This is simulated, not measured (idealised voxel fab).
voxel wiring stack: a process module
Each square cell in cross-section cut measures 5 nm, and the section as a whole is 195 nm wide.
Cross-section spec: square-cell grid; bands listed top down; each band is one or more rows.
The band entry comprises the height of the band's top followed by the height of its bottom, expressed in nm, and subsequently the band's materials from left to right, each stated together with its width in nm. Where a single material is marked with the word "everywhere", that material fills the band from edge to edge. The word "blank" represents empty space.
Below 0: as-received wafer, all one material; heights counted from there. Lowest band: no bottom, goes on down, written "0 -> down".
Quick explanation for "30->40": the width changes in equal steps down the rows of cells, from the first number in the band's top row to the second number in its bottom row.
It should be understood that the words "changes: none", when stated for a given step, signify that the cross-section underwent no change in any of its cells during that step.
Closed-off voids of 8+ cells (no open route to the top) go in "Voids lacking openings", written width x height at distance from the left edge, in nm.
The remark found on a step's line after its settings is issued by the simulator itself and pertains to that step.
If you see "overlay nm" on a step's line and that step has a mask, it's telling you how far right of where it was planned the mask ended up; a negative number means it went left instead.

**List of planned process steps**
1 RECEIVE [material Si]
2 CONFORMAL_DEP [material SiO2] [thk nm 15]
3 CONFORMAL_DEP [material SiN] [thk nm 5]
4 DIRECTIONAL_DEP [material SiO2] [thk nm 25]
5 DIRECTIONAL_DEP [material aC] [thk nm 10]
6 PATTERN [tone open] [mask id METAL_1] [material resist] [width nm 25] [pitch nm 45] [thk nm 25] [overlay nm 0]
7 DIRECTIONAL_ETCH [etch materials aC] [depth nm 10]
8 STRIP [etch materials resist]
9 DIRECTIONAL_ETCH [etch materials SiO2] [depth nm 25]
10 DIRECTIONAL_ETCH [etch materials SiN] [depth nm 5]
11 STRIP [etch materials aC]
12 CONFORMAL_DEP [material TiN] [thk nm 5]
13 FILL_DEP [material Ru] [thk nm 5]
14 CMP [height nm 45]
15 EPI [material Ru] [thk nm 5]
16 FILL_DEP [material SiCN] [thk nm 5]
17 DIRECTIONAL_DEP [material SiO2] [thk nm 30]
18 DIRECTIONAL_DEP [material aC] [thk nm 15]
19 PATTERN [tone open] [mask id METAL_2] [material resist] [width nm 25] [pitch nm 45] [thk nm 30] [overlay nm 0]
20 DIRECTIONAL_ETCH [etch materials aC] [depth nm 15]
21 STRIP [etch materials resist]
22 DIRECTIONAL_ETCH [etch materials SiO2] [depth nm 15]
23 STRIP [etch materials aC]
24 DIRECTIONAL_DEP [material aC] [thk nm 10]
25 PATTERN [tone open] [mask id METAL_2_HOLES] [material resist] [width nm 15] [pitch nm 90] [thk nm 30] [overlay nm 0]
26 DIRECTIONAL_ETCH [etch materials aC] [depth nm 10]
27 STRIP [etch materials resist]
28 DIRECTIONAL_ETCH [etch materials SiO2] [depth nm 15]
29 DIRECTIONAL_ETCH [etch materials SiCN] [depth nm 5]
30 STRIP [etch materials aC]
31 CONFORMAL_DEP [material TiN] [thk nm 5]
32 FILL_DEP [material Cu] [thk nm 5]
33 CMP [height nm 85]
34 CONFORMAL_DEP [material SiCN] [thk nm 5]
35 DIRECTIONAL_DEP [material lowk] [thk nm 10]
36 DIRECTIONAL_DEP [material aC] [thk nm 15]
37 PATTERN [tone open] [mask id PLUG_2] [material resist] [width nm 15] [pitch nm 45] [thk nm 30] [overlay nm 0]
38 DIRECTIONAL_ETCH [etch materials aC] [depth nm 15]
39 STRIP [etch materials resist]
40 DIRECTIONAL_ETCH [etch materials lowk] [depth nm 10]
41 DIRECTIONAL_ETCH [etch materials SiCN] [depth nm 5]
42 STRIP [etch materials aC]
43 CONFORMAL_DEP [material TiN] [thk nm 5]
44 FILL_DEP [material Ru] [thk nm 10]
45 CMP [height nm 100]
46 DIRECTIONAL_DEP [material TiN] [thk nm 5]
47 DIRECTIONAL_DEP [material W] [thk nm 15]
48 MASKED_ETCH [tone cover] [mask id METAL_3] [width nm 25] [pitch nm 45] [etch materials W] [depth nm 15] [overlay nm 0]
49 MASKED_ETCH [tone cover] [mask id METAL_3] [width nm 25] [pitch nm 45] [etch materials TiN] [depth nm 5] [overlay nm 0]
50 CONFORMAL_DEP [material SiN] [thk nm 5]
51 FILL_DEP [material lowk] [thk nm 5]
52 CMP [height nm 120]
53 CONFORMAL_DEP [material SiN] [thk nm 5]

**On the first of the two wafers: run conducted according to plan**

**Incoming wafer, cross-sectional view, post step 1**
> 0 -> down | Si everywhere
> Voids lacking openings: none

**Sectional view: wafer, after step 2**
> 15 -> 0 | SiO2 everywhere
> No changes below 0.

**Sectional view: wafer, after step 3**
> 20 -> 15 | SiN everywhere
> No changes below 15.

**Sectional view: wafer, after step 4**
> 45 -> 20 | SiO2 everywhere
> No changes below 20.

**Sectional view: wafer, after step 5**
> 55 -> 45 | aC everywhere
> No changes below 45.

**Sectional view: wafer, after step 6**
> 80 -> 55 | resist (40)  blank (25)  resist (20)  blank (25)  resist (20)  blank (25)  resist (40)
> No changes below 55.

**Sectional view: wafer, after step 7**
> 70 -> 55 | resist (40)  blank (25)  resist (20)  blank (25)  resist (20)  blank (25)  resist (40)
> 55 -> 45 | aC (40)  blank (25)  aC (20)  blank (25)  aC (20)  blank (25)  aC (40)
> No changes below 45.

**Sectional view: wafer, after step 8**
> 55 -> 45 | aC (40)  blank (25)  aC (20)  blank (25)  aC (20)  blank (25)  aC (40)
> No changes below 45.

**Sectional view: wafer, after step 9**
> 55 -> 45 | aC (40)  blank (25)  aC (20)  blank (25)  aC (20)  blank (25)  aC (40)
> 45 -> 20 | SiO2 (40)  blank (25)  SiO2 (20)  blank (25)  SiO2 (20)  blank (25)  SiO2 (40)
> No changes below 20.

**Sectional view: wafer, after step 10**
> 55 -> 45 | aC (40)  blank (25)  aC (20)  blank (25)  aC (20)  blank (25)  aC (40)
> 45 -> 20 | SiO2 (40)  blank (25)  SiO2 (20)  blank (25)  SiO2 (20)  blank (25)  SiO2 (40)
> 20 -> 15 | SiN (40)  blank (25)  SiN (20)  blank (25)  SiN (20)  blank (25)  SiN (40)
> No changes below 15.

**Sectional view: wafer, after step 11**
> 45 -> 20 | SiO2 (40)  blank (25)  SiO2 (20)  blank (25)  SiO2 (20)  blank (25)  SiO2 (40)
> No changes below 20.

**Sectional view: wafer, after step 12**
> 50 -> 45 | TiN (45)  blank (15)  TiN (30)  blank (15)  TiN (30)  blank (15)  TiN (45)
> 45 -> 20 | SiO2 (40)  TiN (5)  blank (15)  TiN (5)  SiO2 (20)  TiN (5)  blank (15)  TiN (5)  SiO2 (20)  TiN (5)  blank (15)  TiN (5)  SiO2 (40)
> 20 -> 15 | SiN (40)  TiN (25)  SiN (20)  TiN (25)  SiN (20)  TiN (25)  SiN (40)
> No changes below 15.

**Sectional view: wafer, after step 13**
> 55 -> 50 | Ru everywhere
> 50 -> 45 | TiN (45)  Ru (15)  TiN (30)  Ru (15)  TiN (30)  Ru (15)  TiN (45)
> 45 -> 20 | SiO2 (40)  TiN (5)  Ru (15)  TiN (5)  SiO2 (20)  TiN (5)  Ru (15)  TiN (5)  SiO2 (20)  TiN (5)  Ru (15)  TiN (5)  SiO2 (40)
> No changes below 20.

**Sectional view: wafer, after step 14**
> 45 -> 20 | SiO2 (40)  TiN (5)  Ru (15)  TiN (5)  SiO2 (20)  TiN (5)  Ru (15)  TiN (5)  SiO2 (20)  TiN (5)  Ru (15)  TiN (5)  SiO2 (40)
> No changes below 20.

**Sectional view: wafer, after step 15**
> 50 -> 45 | blank (35)  Ru (35)  blank (10)  Ru (35)  blank (10)  Ru (35)  blank (35)
> No changes below 45.

**Sectional view: wafer, after step 16**
> 55 -> 50 | SiCN everywhere
> 50 -> 45 | SiCN (35)  Ru (35)  SiCN (10)  Ru (35)  SiCN (10)  Ru (35)  SiCN (35)
> No changes below 45.

**Sectional view: wafer, after step 17**
> 85 -> 55 | SiO2 everywhere
> No changes below 55.

**Sectional view: wafer, after step 18**
> 100 -> 85 | aC everywhere
> No changes below 85.

**Sectional view: wafer, after step 19**
> 130 -> 100 | resist (40)  blank (25)  resist (20)  blank (25)  resist (20)  blank (25)  resist (40)
> No changes below 100.

**Sectional view: wafer, after step 20**
> 115 -> 100 | resist (40)  blank (25)  resist (20)  blank (25)  resist (20)  blank (25)  resist (40)
> 100 -> 85 | aC (40)  blank (25)  aC (20)  blank (25)  aC (20)  blank (25)  aC (40)
> No changes below 85.

**Sectional view: wafer, after step 21**
> 100 -> 85 | aC (40)  blank (25)  aC (20)  blank (25)  aC (20)  blank (25)  aC (40)
> No changes below 85.

**Sectional view: wafer, after step 22**
> 100 -> 85 | aC (40)  blank (25)  aC (20)  blank (25)  aC (20)  blank (25)  aC (40)
> 85 -> 70 | SiO2 (40)  blank (25)  SiO2 (20)  blank (25)  SiO2 (20)  blank (25)  SiO2 (40)
> No changes below 70.

**Sectional view: wafer, after step 23**
> 85 -> 70 | SiO2 (40)  blank (25)  SiO2 (20)  blank (25)  SiO2 (20)  blank (25)  SiO2 (40)
> No changes below 70.

**Sectional view: wafer, after step 24**
> 95 -> 85 | aC (40)  blank (25)  aC (20)  blank (25)  aC (20)  blank (25)  aC (40)
> 85 -> 80 | SiO2 (40)  blank (25)  SiO2 (20)  blank (25)  SiO2 (20)  blank (25)  SiO2 (40)
> 80 -> 70 | SiO2 (40)  aC (25)  SiO2 (20)  aC (25)  SiO2 (20)  aC (25)  SiO2 (40)
> No changes below 70.

**Sectional view: wafer, after step 25**
> 125 -> 95 | resist (40)  blank (15)  resist (75)  blank (15)  resist (50)
> 95 -> 85 | aC (40)  blank (15)  resist (10)  aC (20)  resist (25)  aC (20)  blank (15)  resist (10)  aC (40)
> 85 -> 80 | SiO2 (40)  blank (15)  resist (10)  SiO2 (20)  resist (25)  SiO2 (20)  blank (15)  resist (10)  SiO2 (40)
> No changes below 80.

**Sectional view: wafer, after step 26**
> 115 -> 95 | resist (40)  blank (15)  resist (75)  blank (15)  resist (50)
> 95 -> 85 | aC (40)  blank (15)  resist (10)  aC (20)  resist (25)  aC (20)  blank (15)  resist (10)  aC (40)
> 85 -> 80 | SiO2 (40)  blank (15)  resist (10)  SiO2 (20)  resist (25)  SiO2 (20)  blank (15)  resist (10)  SiO2 (40)
> 80 -> 70 | SiO2 (40)  blank (15)  aC (10)  SiO2 (20)  aC (25)  SiO2 (20)  blank (15)  aC (10)  SiO2 (40)
> No changes below 70.

**Sectional view: wafer, after step 27**
> 95 -> 85 | aC (40)  blank (25)  aC (20)  blank (25)  aC (20)  blank (25)  aC (40)
> 85 -> 80 | SiO2 (40)  blank (25)  SiO2 (20)  blank (25)  SiO2 (20)  blank (25)  SiO2 (40)
> No changes below 80.

**Sectional view: wafer, after step 28**
> 95 -> 85 | aC (40)  blank (25)  aC (20)  blank (25)  aC (20)  blank (25)  aC (40)
> 85 -> 80 | SiO2 (40)  blank (25)  SiO2 (20)  blank (25)  SiO2 (20)  blank (25)  SiO2 (40)
> 80 -> 70 | SiO2 (40)  blank (15)  aC (10)  SiO2 (20)  aC (25)  SiO2 (20)  blank (15)  aC (10)  SiO2 (40)
> 70 -> 55 | SiO2 (40)  blank (15)  SiO2 (75)  blank (15)  SiO2 (50)
> No changes below 55.

**Sectional view: wafer, after step 29**
> 95 -> 85 | aC (40)  blank (25)  aC (20)  blank (25)  aC (20)  blank (25)  aC (40)
> 85 -> 80 | SiO2 (40)  blank (25)  SiO2 (20)  blank (25)  SiO2 (20)  blank (25)  SiO2 (40)
> 80 -> 70 | SiO2 (40)  blank (15)  aC (10)  SiO2 (20)  aC (25)  SiO2 (20)  blank (15)  aC (10)  SiO2 (40)
> 70 -> 55 | SiO2 (40)  blank (15)  SiO2 (75)  blank (15)  SiO2 (50)
> 55 -> 50 | SiCN (40)  blank (15)  SiCN (75)  blank (15)  SiCN (50)
> No changes below 50.

**Sectional view: wafer, after step 30**
> 85 -> 70 | SiO2 (40)  blank (25)  SiO2 (20)  blank (25)  SiO2 (20)  blank (25)  SiO2 (40)
> No changes below 70.

**Sectional view: wafer, after step 31**
> 90 -> 85 | TiN (45)  blank (15)  TiN (30)  blank (15)  TiN (30)  blank (15)  TiN (45)
> 85 -> 75 | SiO2 (40)  TiN (5)  blank (15)  TiN (5)  SiO2 (20)  TiN (5)  blank (15)  TiN (5)  SiO2 (20)  TiN (5)  blank (15)  TiN (5)  SiO2 (40)
> 75 -> 70 | SiO2 (40)  TiN (5)  blank (5)  TiN (15)  SiO2 (20)  TiN (25)  SiO2 (20)  TiN (5)  blank (5)  TiN (15)  SiO2 (40)
> 70 -> 55 | SiO2 (40)  TiN (5)  blank (5)  TiN (5)  SiO2 (75)  TiN (5)  blank (5)  TiN (5)  SiO2 (50)
> 55 -> 50 | SiCN (40)  TiN (15)  SiCN (75)  TiN (15)  SiCN (50)
> No changes below 50.

**Sectional view: wafer, after step 32**
> 95 -> 90 | Cu everywhere
> 90 -> 85 | TiN (45)  Cu (15)  TiN (30)  Cu (15)  TiN (30)  Cu (15)  TiN (45)
> 85 -> 75 | SiO2 (40)  TiN (5)  Cu (15)  TiN (5)  SiO2 (20)  TiN (5)  Cu (15)  TiN (5)  SiO2 (20)  TiN (5)  Cu (15)  TiN (5)  SiO2 (40)
> 75 -> 70 | SiO2 (40)  TiN (5)  Cu (5)  TiN (15)  SiO2 (20)  TiN (25)  SiO2 (20)  TiN (5)  Cu (5)  TiN (15)  SiO2 (40)
> 70 -> 55 | SiO2 (40)  TiN (5)  Cu (5)  TiN (5)  SiO2 (75)  TiN (5)  Cu (5)  TiN (5)  SiO2 (50)
> No changes below 55.

**Sectional view: wafer, after step 33**
> 85 -> 75 | SiO2 (40)  TiN (5)  Cu (15)  TiN (5)  SiO2 (20)  TiN (5)  Cu (15)  TiN (5)  SiO2 (20)  TiN (5)  Cu (15)  TiN (5)  SiO2 (40)
> No changes below 75.

**Sectional view: wafer, after step 34**
> 90 -> 85 | SiCN everywhere
> No changes below 85.

**Sectional view: wafer, after step 35**
> 100 -> 90 | lowk everywhere
> No changes below 90.

**Sectional view: wafer, after step 36**
> 115 -> 100 | aC everywhere
> No changes below 100.

**Sectional view: wafer, after step 37**
> 145 -> 115 | resist (40)  blank (15)  resist (30)  blank (15)  resist (30)  blank (15)  resist (50)
> No changes below 115.

**Sectional view: wafer, after step 38**
> 130 -> 115 | resist (40)  blank (15)  resist (30)  blank (15)  resist (30)  blank (15)  resist (50)
> 115 -> 100 | aC (40)  blank (15)  aC (30)  blank (15)  aC (30)  blank (15)  aC (50)
> No changes below 100.

**Sectional view: wafer, after step 39**
> 115 -> 100 | aC (40)  blank (15)  aC (30)  blank (15)  aC (30)  blank (15)  aC (50)
> No changes below 100.

**Sectional view: wafer, after step 40**
> 115 -> 100 | aC (40)  blank (15)  aC (30)  blank (15)  aC (30)  blank (15)  aC (50)
> 100 -> 90 | lowk (40)  blank (15)  lowk (30)  blank (15)  lowk (30)  blank (15)  lowk (50)
> No changes below 90.

**Sectional view: wafer, after step 41**
> 115 -> 100 | aC (40)  blank (15)  aC (30)  blank (15)  aC (30)  blank (15)  aC (50)
> 100 -> 90 | lowk (40)  blank (15)  lowk (30)  blank (15)  lowk (30)  blank (15)  lowk (50)
> 90 -> 85 | SiCN (40)  blank (15)  SiCN (30)  blank (15)  SiCN (30)  blank (15)  SiCN (50)
> No changes below 85.

**Sectional view: wafer, after step 42**
> 100 -> 90 | lowk (40)  blank (15)  lowk (30)  blank (15)  lowk (30)  blank (15)  lowk (50)
> No changes below 90.

**Sectional view: wafer, after step 43**
> 105 -> 100 | TiN (45)  blank (5)  TiN (40)  blank (5)  TiN (40)  blank (5)  TiN (55)
> 100 -> 90 | lowk (40)  TiN (5)  blank (5)  TiN (5)  lowk (30)  TiN (5)  blank (5)  TiN (5)  lowk (30)  TiN (5)  blank (5)  TiN (5)  lowk (50)
> 90 -> 85 | SiCN (40)  TiN (15)  SiCN (30)  TiN (15)  SiCN (30)  TiN (15)  SiCN (50)
> No changes below 85.

**Sectional view: wafer, after step 44**
> 115 -> 105 | Ru everywhere
> 105 -> 100 | TiN (45)  Ru (5)  TiN (40)  Ru (5)  TiN (40)  Ru (5)  TiN (55)
> 100 -> 90 | lowk (40)  TiN (5)  Ru (5)  TiN (5)  lowk (30)  TiN (5)  Ru (5)  TiN (5)  lowk (30)  TiN (5)  Ru (5)  TiN (5)  lowk (50)
> No changes below 90.

**Sectional view: wafer, after step 45**
> 100 -> 90 | lowk (40)  TiN (5)  Ru (5)  TiN (5)  lowk (30)  TiN (5)  Ru (5)  TiN (5)  lowk (30)  TiN (5)  Ru (5)  TiN (5)  lowk (50)
> No changes below 90.

**Sectional view: wafer, after step 46**
> 105 -> 100 | TiN everywhere
> No changes below 100.

**Sectional view: wafer, after step 47**
> 120 -> 105 | W everywhere
> No changes below 105.

**Sectional view: wafer, after step 48**
> 120 -> 105 | blank (40)  W (25)  blank (20)  W (25)  blank (20)  W (25)  blank (40)
> No changes below 105.

**Sectional view: wafer, after step 49**
> 120 -> 105 | blank (40)  W (25)  blank (20)  W (25)  blank (20)  W (25)  blank (40)
> 105 -> 100 | blank (40)  TiN (25)  blank (20)  TiN (25)  blank (20)  TiN (25)  blank (40)
> No changes below 100.

**Sectional view: wafer, after step 50**
> 125 -> 120 | blank (35)  SiN (35)  blank (10)  SiN (35)  blank (10)  SiN (35)  blank (35)
> 120 -> 105 | blank (35)  SiN (5)  W (25)  SiN (5)  blank (10)  SiN (5)  W (25)  SiN (5)  blank (10)  SiN (5)  W (25)  SiN (5)  blank (35)
> 105 -> 100 | SiN (40)  TiN (25)  SiN (20)  TiN (25)  SiN (20)  TiN (25)  SiN (40)
> No changes below 100.

**Sectional view: wafer, after step 51**
> 130 -> 125 | lowk everywhere
> 125 -> 120 | lowk (35)  SiN (35)  lowk (10)  SiN (35)  lowk (10)  SiN (35)  lowk (35)
> 120 -> 105 | lowk (35)  SiN (5)  W (25)  SiN (5)  lowk (10)  SiN (5)  W (25)  SiN (5)  lowk (10)  SiN (5)  W (25)  SiN (5)  lowk (35)
> No changes below 105.

**Sectional view: wafer, after step 52**
> 120 -> 105 | lowk (35)  SiN (5)  W (25)  SiN (5)  lowk (10)  SiN (5)  W (25)  SiN (5)  lowk (10)  SiN (5)  W (25)  SiN (5)  lowk (35)
> No changes below 105.

**Sectional view: wafer, after step 53**
> 125 -> 120 | SiN everywhere
> No changes below 120.

**Okay, second wafer. Nothing different at the start, nothing different in the plan, just one mistake somewhere in the running. As far as step 44, counting that step, it's the first wafer all over again**

Here is the second wafer in cross-section at the point where step 45 of the plan should have been done: changes: none

**Here is the second wafer in cross-section at the point where step 46 of the plan should have been done**
> 120 -> 115 | TiN everywhere
> No changes below 115.

**Here is the second wafer in cross-section at the point where step 47 of the plan should have been done**
> 135 -> 120 | W everywhere
> No changes below 120.

**Here is the second wafer in cross-section at the point where step 48 of the plan should have been done**
> 135 -> 120 | blank (40)  W (25)  blank (20)  W (25)  blank (20)  W (25)  blank (40)
> No changes below 120.

**Here is the second wafer in cross-section at the point where step 49 of the plan should have been done**
> 135 -> 120 | blank (40)  W (25)  blank (20)  W (25)  blank (20)  W (25)  blank (40)
> 120 -> 115 | blank (40)  TiN (25)  blank (20)  TiN (25)  blank (20)  TiN (25)  blank (40)
> No changes below 115.

**Here is the second wafer in cross-section at the point where step 50 of the plan should have been done**
> 140 -> 135 | blank (35)  SiN (35)  blank (10)  SiN (35)  blank (10)  SiN (35)  blank (35)
> 135 -> 120 | blank (35)  SiN (5)  W (25)  SiN (5)  blank (10)  SiN (5)  W (25)  SiN (5)  blank (10)  SiN (5)  W (25)  SiN (5)  blank (35)
> 120 -> 115 | SiN (40)  TiN (25)  SiN (20)  TiN (25)  SiN (20)  TiN (25)  SiN (40)
> No changes below 115.

**Here is the second wafer in cross-section at the point where step 51 of the plan should have been done**
> 145 -> 140 | lowk everywhere
> 140 -> 135 | lowk (35)  SiN (35)  lowk (10)  SiN (35)  lowk (10)  SiN (35)  lowk (35)
> 135 -> 120 | lowk (35)  SiN (5)  W (25)  SiN (5)  lowk (10)  SiN (5)  W (25)  SiN (5)  lowk (10)  SiN (5)  W (25)  SiN (5)  lowk (35)
> No changes below 120.

**Here is the second wafer in cross-section at the point where step 52 of the plan should have been done**
> 120 -> 115 | SiN (40)  TiN (25)  SiN (20)  TiN (25)  SiN (20)  TiN (25)  SiN (40)
> No changes below 115.

**Here is the second wafer in cross-section at the point where step 53 of the plan should have been done**
> 125 -> 120 | SiN everywhere
> No changes below 120.
Against the plan, the run slipped here: with respect to the plan, step 45 was omitted and not executed
Once processing is complete, comparing cell counts shows that the second wafer has more or fewer of certain materials than the first: 81 more of Ru, 18 fewer of SiN, 36 more of TiN, 45 fewer of W, 54 fewer of lowk
